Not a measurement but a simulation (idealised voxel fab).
The following is a process module called voxel ribs on slabs.
The width of the displayed cross-section, cut, is 290 nm; its cells are square, with a size of 5 nm.
How to read a cross-section here: the picture is a grid of square cells, written as bands going from the top down, and any band can span one or more rows of cells.
Within each band entry, the heights of the top and of the bottom of the band appear first, in that order and in nm; the materials of the band then follow from left to right, each with its corresponding width in nm. The designation "all across" on a single material indicates that it fills the band from edge to edge; the designation "blank" indicates empty space.
A quick word on heights: they are counted from 0, and under that level the wafer as it came to us is one material throughout. The lowest band is different from the rest in having no bottom; it simply continues downward, written as in "0 and below".
Read "30->40" as a graded width: first number on top, second number at the bottom, same change between each pair of neighbouring rows.
You'll sometimes find "remained the same" written for a step, and that's the way of saying that nowhere in the cross-section did a cell change during that step.
Fully sealed voids: empty space of 8 cells or more with no open way to the top, each as width x height at its distance from the left edge, in nm
Post-settings text on a step line: simulator's own remark regarding the step.
"overlay nm" on a masked step: distance the mask lay right of its planned place, negative for left.
Process steps foreseen in the plan
1. RECEIVE, material Si
2. DIRECTIONAL_DEP, material SiO2, thk nm 30
3. DIRECTIONAL_DEP, material SiN, thk nm 25
4. MASKED_ETCH, tone cover, mask id RIB, width nm 20, etch materials SiN, depth nm 10, overlay nm 0
5. MASKED_ETCH, tone cover, mask id SLAB, width nm 80, etch materials SiN, depth nm 15, overlay nm 0
6. FILL_DEP, material SiO2, thk nm 20
7. CMP, height nm 70
8. DIRECTIONAL_DEP, material W, thk nm 5
9. MASKED_ETCH, tone cover, mask id HEATER, width nm 30, etch materials W, depth nm 5, overlay nm 0
10. CONFORMAL_DEP, material SiO2, thk nm 5
Cross-section of the wafer at receipt, which is the condition after step 1
* 0 and below = Si all across
* Fully sealed voids: none
Cross-section, first of two wafers, end of module, run as planned
* 80 down to 75 = 125 of blank / 40 of SiO2 / 125 of blank
* 75 down to 70 = 130 of SiO2 / 30 of W / 130 of SiO2
* 70 down to 55 = SiO2 all across
* 55 down to 45 = 135 of SiO2 / 20 of SiN / 135 of SiO2
* 45 down to 30 = 105 of SiO2 / 80 of SiN / 105 of SiO2
* 30 down to 0 = SiO2 all across
* 0 and below = Si all across
* Fully sealed voids: none
This cross-section belongs to the second wafer of two at the end of the module; the start and the plan were shared with the first, and the run included one mistake
* 80 down to 75 = 125 of blank / 40 of SiO2 / 125 of blank
* 75 down to 70 = 130 of SiO2 / 30 of W / 130 of SiO2
* 70 down to 0 = SiO2 all across
* 0 and below = Si all across
* Fully sealed voids: none
It is concluded that the wafer was processed incorrectly with respect to the plan, in that step 3 off recipe, ran as DIRECTIONAL_DEP, material SiO2, thk nm 25
Heads up, by the end the second wafer has more or fewer cells of some materials compared to the first: -56 SiN, +56 SiO2
